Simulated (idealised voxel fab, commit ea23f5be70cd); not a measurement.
process module | voxel gate over fins
Cross-sectional view cut (width: 160 nm; square cell size: 5 nm).
If you're reading a cross-section in this doc, picture square cells in a grid; it comes to you as bands, top ones listed first down to the bottom, and a band can be one or more rows of cells. The band entry comprises the height of the band's top followed by the height of its bottom, expressed in nm, and subsequently the band's materials from left to right, each stated together with its width in nm. Where a single material is marked with the word "everywhere", that material fills the band from edge to edge. The word "blank" represents empty space. Beneath 0, the wafer as received is one material, and that level is where height counting begins. The lowest band goes on downward without a bottom; it is written like "0 down". Think of "30 to 40" as a width that walks from the first number to the second as you go down the band, top row to bottom row, taking equal-sized steps from row to row. Where the words "nothing changed" appear for a step, the cross-section shows no cell changed by that step; every cell remained as before. For the entry "Trapped void list", the listed items are empty spaces with no open way to the top whose size is 8 cells or more; each item follows the pattern width x height at distance, where distance is from the left edge and all three are in nm. On each step's line, the part that comes after the settings is the simulator's own comment on the step. When a step includes a mask, the "overlay nm" setting on its line states how far to the right of its planned place that mask lay, and negative values state how far to the left.

Steps in the process plan
1. RECEIVE | material Si
2. CONFORMAL_DEP | material SiN | thk nm 5
3. MASKED_ETCH | tone cover | mask id FINS | width nm 15 | pitch nm 40 | etch materials SiN | depth nm 5 | overlay nm 0
4. MASKED_ETCH | tone cover | mask id FINS | width nm 15 | pitch nm 40 | etch materials Si | depth nm 30 | overlay nm 0
5. OXIDIZE | depth nm 5
6. FILL_DEP | material SiO2 | thk nm 15
7. CMP | height nm 5
8. SELECTIVE_ETCH | etch materials SiO2 | depth nm 15
9. STRIP | etch materials SiN
10. CONFORMAL_DEP | material HfO2 | thk nm 5
11. CONFORMAL_DEP | material TiN | thk nm 5
12. FILL_DEP | material W | thk nm 10
13. CMP | height nm 15
14. CONFORMAL_DEP | material SiCN | thk nm 10

So this is the incoming wafer in cross-section - it's already been through step 1
  0 down | Si everywhere
  Trapped void list: none

Cross-section: first of two wafers, module finished, run according to plan
  25 to 15 | SiCN everywhere
  15 to 10 | W everywhere
  10 to 5 | W 45 / TiN 25 / W 15 / TiN 25 / W 50
  5 to 0 | W 45 / TiN 5 / HfO2 15 / TiN 5 / W 15 / TiN 5 / HfO2 15 / TiN 5 / W 50
  0 to -5 | TiN 50 / HfO2 5 / Si 5 / HfO2 5 / TiN 25 / HfO2 5 / Si 5 / HfO2 5 / TiN 55
  -5 to -10 | HfO2 55 / Si 5 / HfO2 35 / Si 5 / HfO2 60
  -10 to -35 | SiO2 55 / Si 5 / SiO2 35 / Si 5 / SiO2 60
  -35 down | Si everywhere
  Trapped void list: none

Here's the second of our two wafers sectioned at module end. Same start as the first, same plan, but one mistake got made running it
  25 to 15 | SiCN everywhere
  15 to 10 | W everywhere
  10 to 5 | W 45 / SiN 25 / W 15 / SiN 25 / W 50
  5 to 0 | W 45 / SiN 5 / HfO2 15 / SiN 5 / W 15 / SiN 5 / HfO2 15 / SiN 5 / W 50
  0 to -5 | SiN 50 / HfO2 5 / Si 5 / HfO2 5 / SiN 25 / HfO2 5 / Si 5 / HfO2 5 / SiN 55
  -5 to -10 | HfO2 55 / Si 5 / HfO2 35 / Si 5 / HfO2 60
  -10 to -35 | SiO2 55 / Si 5 / SiO2 35 / Si 5 / SiO2 60
  -35 down | Si everywhere
  Trapped void list: none
Finding, execution versus plan: note that step 11 departed from the planned setting and was carried out as CONFORMAL_DEP | material SiN | thk nm 5
In the final state, the cell counts of the second wafer exceed or fall short of those of the first for the following materials: +40 SiN, -40 TiN
